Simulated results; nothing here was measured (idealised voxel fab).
The document below concerns the process module designated voxel tone inversion.
Cross-sectional view cut (width: 295 nm; square cell size: 5 nm).
In this document a cross-section is written as a grid of square cells. It is given as a series of bands, listed from the top down, and a band is one or more rows of cells.
Top, bottom (nm), then materials left to right with widths (nm); lone material tagged "edge to edge" fills the whole band edge to edge; "empty" = empty space.
Ref level 0: as-received wafer is one material below here. Bottom band extends down with no lower bound ("0 down").
Top row gets the first number, bottom row gets the second, and each row in between changes by the same step: that is how a band width like "30->40" works.
"remained unchanged", as given for a step, is the statement that not any cell of the cross-section underwent a change during that step.
What "Closed void catalog" gives you is every empty space of 8 cells or more that is cut off from the top. Each appears as width x height at distance, with the distance taken from the left edge and width, height and distance all in nm.
Where a step's line continues beyond its settings, the continuation is a remark by the simulator itself on that step.
"overlay nm" denotes, for a step that has a mask, the displacement of the mask to the right of its planned place, with negative values corresponding to the left.
Plan:
1: RECEIVE | material Si
2: CONFORMAL_DEP | material SiCN | thk nm 5
3: DIRECTIONAL_DEP | material aC | thk nm 25
4: PATTERN | tone cover | mask id POSTS | material resist | width nm 15 | pitch nm 45 | thk nm 35 | overlay nm 0
5: DIRECTIONAL_ETCH | etch materials aC | depth nm 25
6: STRIP | etch materials resist
7: FILL_DEP | material SiO2 | thk nm 5
8: CMP | height nm 30
9: STRIP | etch materials aC
What follows covers the first of two wafers; it ran as planned:
Shown in cross-section is the wafer as received, that is, as it stands after step 1:
    0 down | Si edge to edge
    Closed void catalog: none
Wafer after step 2 (cross-section):
    5 to 0 | SiCN edge to edge
    Note: structure below 0 unchanged.
Wafer after step 3 (cross-section):
    30 to 5 | aC edge to edge
    Note: structure below 5 unchanged.
Wafer after step 4 (cross-section):
    65 to 30 | 95 of empty  15 of resist  30 of empty  15 of resist  30 of empty  15 of resist  95 of empty
    Note: structure below 30 unchanged.
Wafer after step 5 (cross-section):
    40 to 30 | 95 of empty  15 of resist  30 of empty  15 of resist  30 of empty  15 of resist  95 of empty
    30 to 5 | 95 of empty  15 of aC  30 of empty  15 of aC  30 of empty  15 of aC  95 of empty
    Note: structure below 5 unchanged.
Wafer after step 6 (cross-section):
    30 to 5 | 95 of empty  15 of aC  30 of empty  15 of aC  30 of empty  15 of aC  95 of empty
    Note: structure below 5 unchanged.
Wafer after step 7 (cross-section):
    35 to 30 | SiO2 edge to edge
    30 to 5 | 95 of SiO2  15 of aC  30 of SiO2  15 of aC  30 of SiO2  15 of aC  95 of SiO2
    Note: structure below 5 unchanged.
Wafer after step 8 (cross-section):
    30 to 5 | 95 of SiO2  15 of aC  30 of SiO2  15 of aC  30 of SiO2  15 of aC  95 of SiO2
    Note: structure below 5 unchanged.
Wafer after step 9 (cross-section):
    30 to 5 | 95 of SiO2  15 of empty  30 of SiO2  15 of empty  30 of SiO2  15 of empty  95 of SiO2
    Note: structure below 5 unchanged.
The second wafer: identical to the first at the outset and in its planned sequence, differing only in that one mistake was made during processing; up to and including step 3, its path is the first wafer's path:
Second wafer profile in section, at the moment step 4 of the plan was meant to be complete:
    65 to 30 | 90 of empty  25 of resist  20 of empty  25 of resist  20 of empty  25 of resist  90 of empty
    Note: structure below 30 unchanged.
Second wafer profile in section, at the moment step 5 of the plan was meant to be complete:
    40 to 30 | 90 of empty  25 of resist  20 of empty  25 of resist  20 of empty  25 of resist  90 of empty
    30 to 5 | 90 of empty  25 of aC  20 of empty  25 of aC  20 of empty  25 of aC  90 of empty
    Note: structure below 5 unchanged.
Second wafer profile in section, at the moment step 6 of the plan was meant to be complete:
    30 to 5 | 90 of empty  25 of aC  20 of empty  25 of aC  20 of empty  25 of aC  90 of empty
    Note: structure below 5 unchanged.
Second wafer profile in section, at the moment step 7 of the plan was meant to be complete:
    35 to 30 | SiO2 edge to edge
    30 to 5 | 90 of SiO2  25 of aC  20 of SiO2  25 of aC  20 of SiO2  25 of aC  90 of SiO2
    Note: structure below 5 unchanged.
Second wafer profile in section, at the moment step 8 of the plan was meant to be complete:
    30 to 5 | 90 of SiO2  25 of aC  20 of SiO2  25 of aC  20 of SiO2  25 of aC  90 of SiO2
    Note: structure below 5 unchanged.
Second wafer profile in section, at the moment step 9 of the plan was meant to be complete:
    30 to 5 | 90 of SiO2  25 of empty  20 of SiO2  25 of empty  20 of SiO2  25 of empty  90 of SiO2
    Note: structure below 5 unchanged.
What was done differently from what was planned? step 4 deviated from plan and actually ran as PATTERN | tone cover | mask id POSTS | material resist | width nm 25 | pitch nm 45 | thk nm 35 | overlay nm 0
Final cells, second wafer relative to first, materials higher or lower: 30 fewer of SiO2
